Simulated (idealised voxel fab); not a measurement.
Process module name: voxel air gaps
Each square cell in cross-section cut measures 5 nm, and the section as a whole is 300 nm wide.
For the purposes of this document, a cross-section shall be understood as a grid of square cells, specified as bands listed in top-to-bottom order, each band consisting of one or more rows of cells.
Heights first: top, then bottom, in nm. Then materials, left to right, each with a width in nm. "all across" on a single material: fills the band edge to edge. "empty": empty space.
Measure heights from 0. That's the level where, below it, the as-received wafer is all one material. The lowest band is bottomless and extends downward; write it as in "0 -> down".
Think of "30..40" as a width that walks from the first number to the second as you go down the band, top row to bottom row, taking equal-sized steps from row to row.
"nothing got changed" -> step changed no cross-section cell.
Each empty space that has no open way to the top and spans at least 8 cells appears under "Completely enclosed voids" as width x height at distance, the distance counted from the left edge, all in nm.
after a step's settings: what the simulator itself notes on the step
overlay nm: right-of-plan distance of the mask on a masked step; negative values mean left-of-plan.
-- List of planned process steps
1 RECEIVE with material Si
2 CONFORMAL_DEP with material SiO2, thk nm 10
3 CONFORMAL_DEP with material SiCN, thk nm 5
4 DIRECTIONAL_DEP with material SiO2, thk nm 40
5 MASKED_ETCH with tone open, mask id LINES, width nm 25, pitch nm 50, etch materials SiO2, depth nm 40, overlay nm 0
6 CONFORMAL_DEP with material TiN, thk nm 5
7 FILL_DEP with material Ru, thk nm 10
8 CMP with height nm 55
9 EPI with material Ru, thk nm 10
10 SELECTIVE_ETCH with etch materials SiO2, depth nm 50
11 CONFORMAL_DEP with material SiCN, thk nm 5
-- First of two wafers: run as planned
-- As-received wafer cross-section (after step 1)
    0 -> down | Si all across
    Completely enclosed voids: none
-- After step 2, in cross-section
    10 -> 0 | SiO2 all across
    All layers under 0 are left as they were.
-- After step 3, in cross-section
    15 -> 10 | SiCN all across
    All layers under 10 are left as they were.
-- After step 4, in cross-section
    55 -> 15 | SiO2 all across
    All layers under 15 are left as they were.
-- After step 5, in cross-section
    55 -> 15 | SiO2: 85 | empty: 25 | SiO2: 25 | empty: 25 | SiO2: 25 | empty: 25 | SiO2: 90
    All layers under 15 are left as they were.
-- After step 6, in cross-section
    60 -> 55 | TiN: 90 | empty: 15 | TiN: 35 | empty: 15 | TiN: 35 | empty: 15 | TiN: 95
    55 -> 20 | SiO2: 85 | TiN: 5 | empty: 15 | TiN: 5 | SiO2: 25 | TiN: 5 | empty: 15 | TiN: 5 | SiO2: 25 | TiN: 5 | empty: 15 | TiN: 5 | SiO2: 90
    20 -> 15 | SiO2: 85 | TiN: 25 | SiO2: 25 | TiN: 25 | SiO2: 25 | TiN: 25 | SiO2: 90
    All layers under 15 are left as they were.
-- After step 7, in cross-section
    70 -> 60 | Ru all across
    60 -> 55 | TiN: 90 | Ru: 15 | TiN: 35 | Ru: 15 | TiN: 35 | Ru: 15 | TiN: 95
    55 -> 20 | SiO2: 85 | TiN: 5 | Ru: 15 | TiN: 5 | SiO2: 25 | TiN: 5 | Ru: 15 | TiN: 5 | SiO2: 25 | TiN: 5 | Ru: 15 | TiN: 5 | SiO2: 90
    All layers under 20 are left as they were.
-- After step 8, in cross-section
    55 -> 20 | SiO2: 85 | TiN: 5 | Ru: 15 | TiN: 5 | SiO2: 25 | TiN: 5 | Ru: 15 | TiN: 5 | SiO2: 25 | TiN: 5 | Ru: 15 | TiN: 5 | SiO2: 90
    All layers under 20 are left as they were.
-- After step 9, in cross-section
    65 -> 55 | empty: 75 | Ru: 45 | empty: 5 | Ru: 45 | empty: 5 | Ru: 45 | empty: 80
    All layers under 55 are left as they were.
-- After step 10, in cross-section
    65 -> 55 | empty: 75 | Ru: 45 | empty: 5 | Ru: 45 | empty: 5 | Ru: 45 | empty: 80
    55 -> 20 | empty: 85 | TiN: 5 | Ru: 15 | TiN: 5 | empty: 25 | TiN: 5 | Ru: 15 | TiN: 5 | empty: 25 | TiN: 5 | Ru: 15 | TiN: 5 | empty: 90
    20 -> 15 | empty: 85 | TiN: 25 | empty: 25 | TiN: 25 | empty: 25 | TiN: 25 | empty: 90
    All layers under 15 are left as they were.
-- After step 11, in cross-section
    70 -> 65 | empty: 70 | SiCN: 155 | empty: 75
    65 -> 55 | empty: 70 | SiCN: 5 | Ru: 45 | SiCN: 5 | Ru: 45 | SiCN: 5 | Ru: 45 | SiCN: 5 | empty: 75
    55 -> 50 | empty: 70 | SiCN: 15 | TiN: 5 | Ru: 15 | TiN: 5 | SiCN: 25 | TiN: 5 | Ru: 15 | TiN: 5 | SiCN: 25 | TiN: 5 | Ru: 15 | TiN: 5 | SiCN: 15 | empty: 75
    50 -> 20 | empty: 80 | SiCN: 5 | TiN: 5 | Ru: 15 | TiN: 5 | SiCN: 5 | empty: 15 | SiCN: 5 | TiN: 5 | Ru: 15 | TiN: 5 | SiCN: 5 | empty: 15 | SiCN: 5 | TiN: 5 | Ru: 15 | TiN: 5 | SiCN: 5 | empty: 85
    20 -> 15 | SiCN: 85 | TiN: 25 | SiCN: 25 | TiN: 25 | SiCN: 25 | TiN: 25 | SiCN: 90
    All layers under 15 are left as they were.
    Completely enclosed voids: 15 x 30 at 115; 15 x 30 at 165
-- The second wafer: identical to the first at the outset and in its planned sequence, differing only in that one mistake was made during processing; up to and including step 7, its path is the first wafer's path
Cross-section: second wafer, time at which step 8 was scheduled to end: nothing got changed
-- Cross-section: second wafer, time at which step 9 was scheduled to end
    80 -> 60 | Ru all across
    All layers under 60 are left as they were.
Cross-section: second wafer, time at which step 10 was scheduled to end: nothing got changed
-- Cross-section: second wafer, time at which step 11 was scheduled to end
    85 -> 80 | SiCN all across
    All layers under 80 are left as they were.
The plan and the run diverged here: the plan's step 8 went unexecuted, having been skipped
Cell-count delta at end, second wafer over first, by material: 195 more of Ru, 76 fewer of SiCN, 360 more of SiO2, 51 more of TiN
At the end, the first wafer has 2 closed voids and the second wafer has 0.
